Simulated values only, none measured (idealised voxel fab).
The process module that follows is named voxel fin reveal.
Displayed cross-section: cut, width of 185 nm, square cells sized 5 nm.
Cross-section = grid of square cells, listed top down in bands; band = one or more rows. Per band: top height and bottom height in nm, followed by the left-to-right materials and their widths in nm; "everywhere" marks a single material spanning edge to edge, "blank" marks empty space. Counting heights begins at 0, where everything beneath is, in the wafer as received, one material. The lowest band has no bottom; it goes on downwards, as "0 and below" shows. The notation "30 to 40" denotes a width that varies across the rows of cells in the band, beginning at the first number in the top row, finishing at the second number in the bottom row, and changing by an identical amount from each row to the next. No cell of the cross-section changed in a step that is given as "nothing altered". Basically, "Closed void table" tells you about the enclosed voids: empty spaces with no open way to the top, 8 cells or bigger, each written width x height at distance, where distance is from the left edge, all in nm. Where a step's line continues beyond its settings, the continuation is a remark by the simulator itself on that step. The "overlay nm" setting may appear on a step's line; for a step that uses a mask, it gives how far to the right of its planned position the mask lay, and a negative value indicates the left.
This section lists the process steps that were planned:
1: RECEIVE,material Si
2: CONFORMAL_DEP,material SiN,thk nm 5
3: PATTERN,tone cover,mask id FINS,material resist,width nm 15,pitch nm 40,thk nm 15,overlay nm 0
4: DIRECTIONAL_ETCH,etch materials SiN,depth nm 5
5: DIRECTIONAL_ETCH,etch materials Si,depth nm 40
6: STRIP,etch materials resist
7: OXIDIZE,depth nm 5
8: FILL_DEP,material SiO2,thk nm 5
9: CMP,height nm 5
10: SELECTIVE_ETCH,etch materials SiO2,depth nm 35
11: STRIP,etch materials SiN
As-received wafer cross-section (after step 1):
* 0 and below | Si everywhere
* Closed void table: none
Look at the cross-section after the module: the wafer started out the way shown above and the plan was the one shown above, yet one mistake was made along the way:
* 5 down to 0 | blank=45 / SiN=15 / blank=25 / SiN=15 / blank=25 / SiN=15 / blank=45
* 0 down to -45 | blank=50 / Si=5 / blank=35 / Si=5 / blank=35 / Si=5 / blank=50
* -45 and below | Si everywhere
* Closed void table: none
Run error: heads up, step 11 didn't go per plan, it actually ran as STRIP,etch materials SiO2
